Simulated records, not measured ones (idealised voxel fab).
process module | voxel capacitor over wiring
Section cut is 195 nm wide and gridded with 5 nm square cells.
Format of a cross-section: grid, square cells. Given as bands. Order: top down. Band: one or more rows of cells.
Top, bottom (nm), then materials left to right with widths (nm); lone material tagged "edge to edge" fills the whole band edge to edge; "empty" = empty space.
It should be noted that heights are counted from 0, beneath which the wafer as supplied is of one material throughout, and that the lowest band possesses no lower boundary but continues downward, as written in "0 nm and below".
A width given as "30..40" starts at the first number in the band's top row and ends at the second number in its bottom row, shifting by an equal amount at every step from row to row.
Step marked "changes: none"? Then no cell in the cross-section changed in it.
Enclosed voids (no open way to top), threshold 8 cells or more, entry "Closed void entries", notation width x height at distance, distance from left edge, nm.
Whatever follows a step's settings on its line is a remark the simulator itself makes about that step.
"overlay nm" denotes, for a step that has a mask, the displacement of the mask to the right of its planned place, with negative values corresponding to the left.
# Process steps foreseen in the plan
- 1: RECEIVE with material Si
- 2: CONFORMAL_DEP with material SiO2, thk nm 10
- 3: CONFORMAL_DEP with material SiCN, thk nm 5
- 4: DIRECTIONAL_DEP with material lowk, thk nm 15
- 5: PATTERN with tone open, mask id METAL_1, material resist, width nm 15, pitch nm 80, thk nm 15, overlay nm 0
- 6: DIRECTIONAL_ETCH with etch materials lowk, depth nm 15
- 7: DIRECTIONAL_ETCH with etch materials SiCN, depth nm 5
- 8: STRIP with etch materials resist
- 9: CONFORMAL_DEP with material TiN, thk nm 5
- 10: FILL_DEP with material Cu, thk nm 10
- 11: CMP with height nm 30
- 12: EPI with material Ru, thk nm 5
- 13: FILL_DEP with material SiCN, thk nm 5
- 14: DIRECTIONAL_DEP with material lowk, thk nm 10
- 15: MASKED_ETCH with tone open, mask id PLUG_1, width nm 15, etch materials lowk, depth nm 10, overlay nm 0
- 16: MASKED_ETCH with tone open, mask id PLUG_1, width nm 15, etch materials SiCN, depth nm 5, overlay nm 0
- 17: EPI with material Ru, thk nm 10
- 18: EPI with material Ru, thk nm 5
- 19: DIRECTIONAL_DEP with material TiN, thk nm 10
- 20: DIRECTIONAL_DEP with material SiN, thk nm 5
- 21: DIRECTIONAL_DEP with material TiN, thk nm 10
- 22: DIRECTIONAL_DEP with material aC, thk nm 10
- 23: PATTERN with tone cover, mask id UPPER_PLATE, material resist, width nm 60, thk nm 30, overlay nm 0
- 24: DIRECTIONAL_ETCH with etch materials aC, depth nm 10
- 25: STRIP with etch materials resist
- 26: DIRECTIONAL_ETCH with etch materials TiN, depth nm 10
- 27: DIRECTIONAL_ETCH with etch materials SiN, depth nm 5
- 28: STRIP with etch materials aC
- 29: MASKED_ETCH with tone cover, mask id LOWER_PLATE, width nm 70, etch materials TiN, depth nm 10, overlay nm 0
- 30: FILL_DEP with material SiO2, thk nm 15
- 31: CMP with height nm 85
- 32: PATTERN with tone open, mask id PLUG_2, material resist, width nm 15, thk nm 20, overlay nm 0
- 33: DIRECTIONAL_ETCH with etch materials SiO2, depth nm 10
- 34: STRIP with etch materials resist
- 35: CONFORMAL_DEP with material TiN, thk nm 5
- 36: FILL_DEP with material Cu, thk nm 5
- 37: CMP with height nm 85
- 38: CONFORMAL_DEP with material SiCN, thk nm 5
Be aware that, although all wafers share a common starting state, the width nm at step 5 differs among them, and the plan displays the first wafer's value.
# Here's the first of the wafers in cross-section, just as we got it, i.e. after step 1
	0 nm and below: Si edge to edge
	Closed void entries: none
# First of several wafers in cross-section at module end, following the final step, step 38
	90 nm to 85 nm: SiCN edge to edge
	85 nm to 80 nm: SiO2 65 nm | TiN 5 nm | Cu 5 nm | TiN 5 nm | SiO2 115 nm
	80 nm to 75 nm: SiO2 65 nm | TiN 15 nm | SiO2 115 nm
	75 nm to 65 nm: SiO2 55 nm | TiN 60 nm | SiO2 80 nm
	65 nm to 60 nm: SiO2 55 nm | SiN 60 nm | SiO2 80 nm
	60 nm to 50 nm: SiO2 50 nm | TiN 70 nm | SiO2 75 nm
	50 nm to 40 nm: lowk 55 nm | Ru 15 nm | lowk 125 nm
	40 nm to 35 nm: SiCN 55 nm | Ru 15 nm | SiCN 125 nm
	35 nm to 30 nm: SiCN 45 nm | Ru 25 nm | SiCN 55 nm | Ru 25 nm | SiCN 45 nm
	30 nm to 15 nm: lowk 50 nm | TiN 5 nm | Cu 5 nm | TiN 5 nm | lowk 65 nm | TiN 5 nm | Cu 5 nm | TiN 5 nm | lowk 50 nm
	15 nm to 10 nm: SiCN 50 nm | TiN 15 nm | SiCN 65 nm | TiN 15 nm | SiCN 50 nm
	10 nm to 0 nm: SiO2 edge to edge
	0 nm and below: Si edge to edge
	Closed void entries: none
# Of the several wafers, the last: cross-section at the end of the module
	90 nm to 85 nm: SiCN edge to edge
	85 nm to 80 nm: SiO2 65 nm | TiN 5 nm | Cu 5 nm | TiN 5 nm | SiO2 115 nm
	80 nm to 75 nm: SiO2 65 nm | TiN 15 nm | SiO2 115 nm
	75 nm to 65 nm: SiO2 55 nm | TiN 60 nm | SiO2 80 nm
	65 nm to 60 nm: SiO2 55 nm | SiN 60 nm | SiO2 80 nm
	60 nm to 50 nm: SiO2 50 nm | TiN 70 nm | SiO2 75 nm
	50 nm to 40 nm: lowk 55 nm | Ru 15 nm | lowk 125 nm
	40 nm to 35 nm: SiCN 55 nm | Ru 15 nm | SiCN 125 nm
	35 nm to 30 nm: SiCN 35 nm | Ru 50 nm | SiCN 30 nm | Ru 50 nm | SiCN 30 nm
	30 nm to 15 nm: lowk 40 nm | TiN 5 nm | Cu 30 nm | TiN 5 nm | lowk 40 nm | TiN 5 nm | Cu 30 nm | TiN 5 nm | lowk 35 nm
	15 nm to 10 nm: SiCN 40 nm | TiN 40 nm | SiCN 40 nm | TiN 40 nm | SiCN 35 nm
	10 nm to 0 nm: SiO2 edge to edge
	0 nm and below: Si edge to edge
	Closed void entries: none
# Every row in this table is a wafer at the end of the module, and it gives, for each of the materials, the cells that wafer has gained (+) or lost (-) since it was received, then its closed voids
width nm 15, +7 Cu, +19 Ru, +137 SiCN, +12 SiN, +281 SiO2, +75 TiN, +171 lowk, Closed void entries: none
width nm 20, +13 Cu, +21 Ru, +133 SiCN, +12 SiN, +281 SiO2, +77 TiN, +165 lowk, Closed void entries: none
width nm 25, +19 Cu, +23 Ru, +129 SiCN, +12 SiN, +281 SiO2, +79 TiN, +159 lowk, Closed void entries: none
width nm 30, +25 Cu, +25 Ru, +125 SiCN, +12 SiN, +281 SiO2, +81 TiN, +153 lowk, Closed void entries: none
width nm 35, +31 Cu, +27 Ru, +121 SiCN, +12 SiN, +281 SiO2, +83 TiN, +147 lowk, Closed void entries: none
width nm 40, +37 Cu, +29 Ru, +117 SiCN, +12 SiN, +281 SiO2, +85 TiN, +141 lowk, Closed void entries: none
